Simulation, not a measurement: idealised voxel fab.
Herein follows the process module entitled voxel ribs on slabs.
The width of the displayed cross-section, cut, is 175 nm; its cells are square, with a size of 5 nm.
Format of a cross-section: grid, square cells. Given as bands. Order: top down. Band: one or more rows of cells.
Each band's line starts with the height of the band's top and of its bottom, in nm. Then come its materials from left to right, each with its width in nm. One material with "all across" fills the band from edge to edge. "empty" is empty space.
Heights from 0 (as-received wafer is one material below). Bottom band endless downward, as "0 down".
Per-row width for "30->40": begins at first number (top row of band), ends at second number (bottom row), increment between rows held constant.
What does "everything unchanged" mean for a step? It means no cell of the cross-section changed in that step.
"Closed void roster": empty spaces of 8 cells or more with no open way to the top, each given as width x height at distance, distance from the left edge, all in nm.
What comes after the settings on a step's line is commentary from the simulator itself on that step.
If you see "overlay nm" on a step's line and that step has a mask, it's telling you how far right of where it was planned the mask ended up; a negative number means it went left instead.
Listed below are the process steps as planned:
- 1: RECEIVE,material Si
- 2: DIRECTIONAL_DEP,material SiO2,thk nm 30
- 3: DIRECTIONAL_DEP,material SiN,thk nm 20
- 4: MASKED_ETCH,tone cover,mask id RIB,width nm 25,etch materials SiN,depth nm 5,overlay nm 0
- 5: PATTERN,tone cover,mask id SLAB,material resist,width nm 85,thk nm 15,overlay nm 0
- 6: DIRECTIONAL_ETCH,etch materials SiN,depth nm 15
- 7: STRIP,etch materials resist
- 8: FILL_DEP,material SiO2,thk nm 20
- 9: CMP,height nm 60
- 10: DIRECTIONAL_DEP,material W,thk nm 5
- 11: DIRECTIONAL_DEP,material aC,thk nm 10
- 12: PATTERN,tone cover,mask id HEATER,material resist,width nm 35,thk nm 30,overlay nm 0
- 13: DIRECTIONAL_ETCH,etch materials aC,depth nm 10
- 14: STRIP,etch materials resist
- 15: DIRECTIONAL_ETCH,etch materials W,depth nm 5
- 16: STRIP,etch materials aC
- 17: CONFORMAL_DEP,material SiN,thk nm 5
The first of two wafers, run as planned:
As-received wafer cross-section (after step 1):
> 0 down | Si all across
> Closed void roster: none
Wafer section view after processing step 2:
> 30 to 0 | SiO2 all across
> For the remainder of the cross-section, below 0, there is no change.
Wafer section view after processing step 3:
> 50 to 30 | SiN all across
> For the remainder of the cross-section, below 30, there is no change.
Wafer section view after processing step 4:
> 50 to 45 | empty 75 nm / SiN 25 nm / empty 75 nm
> For the remainder of the cross-section, below 45, there is no change.
Wafer section view after processing step 5:
> 65 to 50 | empty 45 nm / resist 85 nm / empty 45 nm
> 50 to 45 | empty 45 nm / resist 30 nm / SiN 25 nm / resist 30 nm / empty 45 nm
> For the remainder of the cross-section, below 45, there is no change.
Wafer section view after processing step 6:
> 65 to 50 | empty 45 nm / resist 85 nm / empty 45 nm
> 50 to 45 | empty 45 nm / resist 30 nm / SiN 25 nm / resist 30 nm / empty 45 nm
> 45 to 30 | empty 45 nm / SiN 85 nm / empty 45 nm
> For the remainder of the cross-section, below 30, there is no change.
Wafer section view after processing step 7:
> 50 to 45 | empty 75 nm / SiN 25 nm / empty 75 nm
> For the remainder of the cross-section, below 45, there is no change.
Wafer section view after processing step 8:
> 70 to 50 | SiO2 all across
> 50 to 45 | SiO2 75 nm / SiN 25 nm / SiO2 75 nm
> 45 to 30 | SiO2 45 nm / SiN 85 nm / SiO2 45 nm
> For the remainder of the cross-section, below 30, there is no change.
Wafer section view after processing step 9:
> 60 to 50 | SiO2 all across
> For the remainder of the cross-section, below 50, there is no change.
Wafer section view after processing step 10:
> 65 to 60 | W all across
> For the remainder of the cross-section, below 60, there is no change.
Wafer section view after processing step 11:
> 75 to 65 | aC all across
> For the remainder of the cross-section, below 65, there is no change.
Wafer section view after processing step 12:
> 105 to 75 | empty 70 nm / resist 35 nm / empty 70 nm
> For the remainder of the cross-section, below 75, there is no change.
Wafer section view after processing step 13:
> 95 to 75 | empty 70 nm / resist 35 nm / empty 70 nm
> 75 to 65 | empty 70 nm / aC 35 nm / empty 70 nm
> For the remainder of the cross-section, below 65, there is no change.
Wafer section view after processing step 14:
> 75 to 65 | empty 70 nm / aC 35 nm / empty 70 nm
> For the remainder of the cross-section, below 65, there is no change.
Wafer section view after processing step 15:
> 75 to 65 | empty 70 nm / aC 35 nm / empty 70 nm
> 65 to 60 | empty 70 nm / W 35 nm / empty 70 nm
> For the remainder of the cross-section, below 60, there is no change.
Wafer section view after processing step 16:
> 65 to 60 | empty 70 nm / W 35 nm / empty 70 nm
> For the remainder of the cross-section, below 60, there is no change.
Wafer section view after processing step 17:
> 70 to 65 | empty 65 nm / SiN 45 nm / empty 65 nm
> 65 to 60 | SiN 70 nm / W 35 nm / SiN 70 nm
> For the remainder of the cross-section, below 60, there is no change.
Second of two: same start, same plan, one run error; steps up to and including 16 match the first:
Cross-section of the second wafer at the time by which step 17 should have been completed according to the plan: everything unchanged
Deviation from plan: the run left out plan step 17 entirely, so it was never executed
End check, counted in cells, second wafer has more or fewer of these materials than the first: SiN: 37 fewer
